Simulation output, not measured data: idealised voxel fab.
Proc. module: voxel self aligned contacts
The cross-section on display is named cut; it measures 250 nm wide, and its cells are 5 nm squares.
In what follows, cross-sections appear as grids of square cells, described through bands that run from the top down, where every band is one or more rows of cells. Read a band's entry like this: the first values are the height of its top and the height of its bottom in nm, and what follows is the sequence of materials from left to right, each with its width in nm. Note that "empty" is empty space, and that a single material marked "throughout" reaches across the band from edge to edge. Height datum 0, below which the as-received substrate wafer is one material. Lowest band open at the bottom, running downward: "0 down". Note: "30->40" means the width goes from the first number (top row of the band) to the second number (bottom row) in equal steps per row of cells. Take "nothing changed" at face value: in the step it is given for, the cross-section changed in none of its cells. You'll see "Closed cavity list" listing empty spaces that have no way open to the top, as long as they're 8 cells or more; the notation is width x height at distance, where the distance is from the left edge, and all of it is in nm. The remark found on a step's line after its settings is issued by the simulator itself and pertains to that step. overlay nm: mask right of planned place by this much (step with mask). Neg. = left.

Below is the list of planned process steps
1 RECEIVE: material Si
2 CONFORMAL_DEP: material SiO2, thk nm 5
3 DIRECTIONAL_DEP: material polySi, thk nm 20
4 DIRECTIONAL_DEP: material SiN, thk nm 20
5 DIRECTIONAL_DEP: material aC, thk nm 15
6 PATTERN: tone cover, mask id GATE, material resist, width nm 35, pitch nm 70, thk nm 35, overlay nm 0
7 DIRECTIONAL_ETCH: etch materials aC, depth nm 15
8 STRIP: etch materials resist
9 DIRECTIONAL_ETCH: etch materials SiN, depth nm 20
10 DIRECTIONAL_ETCH: etch materials polySi, depth nm 20
11 STRIP: etch materials aC
12 CONFORMAL_DEP: material SiN, thk nm 5
13 DIRECTIONAL_ETCH: etch materials SiN, depth nm 5
14 FILL_DEP: material SiO2, thk nm 10
15 CMP: height nm 50
16 DIRECTIONAL_DEP: material aC, thk nm 15
17 PATTERN: tone open, mask id CONTACT, material resist, width nm 55, thk nm 30, overlay nm 0
18 DIRECTIONAL_ETCH: etch materials aC, depth nm 15
19 STRIP: etch materials resist
20 DIRECTIONAL_ETCH: etch materials SiO2, depth nm 50
21 STRIP: etch materials aC
22 CONFORMAL_DEP: material TiN, thk nm 5
23 FILL_DEP: material W, thk nm 10
24 CMP: height nm 50
25 CONFORMAL_DEP: material SiCN, thk nm 5

Wafer as received: cross-section following step 1
0 down  Si throughout
Closed cavity list: none

First of two wafers, end-of-module section, run followed plan
55 to 50  SiCN throughout
50 to 45  SiO2: 95, TiN: 20, W: 15, TiN: 20, SiO2: 100
45 to 25  SiO2: 65, SiN: 45, TiN: 5, W: 15, TiN: 5, SiN: 45, SiO2: 70
25 to 5  SiO2: 65, SiN: 5, polySi: 35, SiN: 5, TiN: 5, W: 15, TiN: 5, SiN: 5, polySi: 35, SiN: 5, SiO2: 70
5 to 0  SiO2: 110, TiN: 25, SiO2: 115
0 down  Si throughout
Closed cavity list: none

This cross-section belongs to the second wafer of two at the end of the module; the start and the plan were shared with the first, and the run included one mistake
55 to 50  SiCN throughout
50 to 45  SiO2: 95, TiN: 20, W: 15, TiN: 20, SiO2: 100
45 to 25  SiO2: 65, SiN: 45, TiN: 5, W: 15, TiN: 5, SiN: 45, SiO2: 70
25 to 10  SiO2: 65, SiN: 5, polySi: 35, SiN: 5, TiN: 5, W: 15, TiN: 5, SiN: 5, polySi: 35, SiN: 5, SiO2: 70
10 to 5  SiO2: 65, SiN: 5, polySi: 35, SiN: 5, TiN: 25, SiN: 5, polySi: 35, SiN: 5, SiO2: 70
5 to 0  TiN throughout
0 down  Si throughout
Closed cavity list: none
What went wrong in running the wafer? step 2 off recipe, ran as CONFORMAL_DEP: material TiN, thk nm 5
FYI, end of process, the second wafer has more or fewer cells of some materials than the first: SiO2: 45 fewer, TiN: 48 more, W: 3 fewer
